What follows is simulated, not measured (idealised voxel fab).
This section sets out a process module, namely voxel fin reveal.
Cross-section cut spans 200 nm and uses square cells 5 nm in size.
Cross-section, as written here: a square-cell grid given band by band from the top down, where a band holds one or more rows of cells. Read a band's entry like this: the first values are the height of its top and the height of its bottom in nm, and what follows is the sequence of materials from left to right, each with its width in nm. Note that "blank" is empty space, and that a single material marked "edge to edge" reaches across the band from edge to edge. Height is counted from the level 0, under which the received wafer is composed throughout of one material. The lowest of the bands is not closed at the bottom but continues downward, in the notation "0 down". Width: "30..40" (first number = top row, second number = bottom row, same change from row to row of cells). Any step labelled "remains unaltered" changed none of the cells in the cross-section. Reported under the label "Closed void table" are the empty spaces having no open way to the top and comprising 8 cells or more; the notation for each is width x height at distance, in which the distance is measured from the left edge and all three values are in nm. Heads up: the bit after the settings on a step's line is the simulator's remark on that step. overlay nm: mask offset rightward from planned place, masked step; negative means leftward offset.

Listed below are the process steps as planned:
| 1 | RECEIVE,material Si |
| 2 | CONFORMAL_DEP,material SiN,thk nm 5 |
| 3 | PATTERN,tone cover,mask id FINS,material resist,width nm 15,pitch nm 45,thk nm 20,overlay nm 0 |
| 4 | DIRECTIONAL_ETCH,etch materials SiN,depth nm 5 |
| 5 | DIRECTIONAL_ETCH,etch materials Si,depth nm 40 |
| 6 | STRIP,etch materials resist |
| 7 | OXIDIZE,depth nm 5 |
| 8 | FILL_DEP,material SiO2,thk nm 5 |
| 9 | CMP,height nm 5 |
| 10 | SELECTIVE_ETCH,etch materials SiO2,depth nm 35 |
| 11 | STRIP,etch materials SiN |

Wafer as received: cross-section following step 1:
0 down: Si edge to edge
Closed void table: none

The cross-section shown corresponds to the wafer at the conclusion of the module. The initial structure and the process plan are those presented above; however, one mistake occurred in executing the plan:
0 to -30: blank=50  Si=5  blank=40  Si=5  blank=40  Si=5  blank=55
-30 to -35: SiO2=50  Si=5  SiO2=40  Si=5  SiO2=40  Si=5  SiO2=55
-35 down: Si edge to edge
Closed void table: none
The plan and the run diverged here: so step 5 ended up running with a different setting than we planned, it ran as DIRECTIONAL_ETCH,etch materials Si,depth nm 30
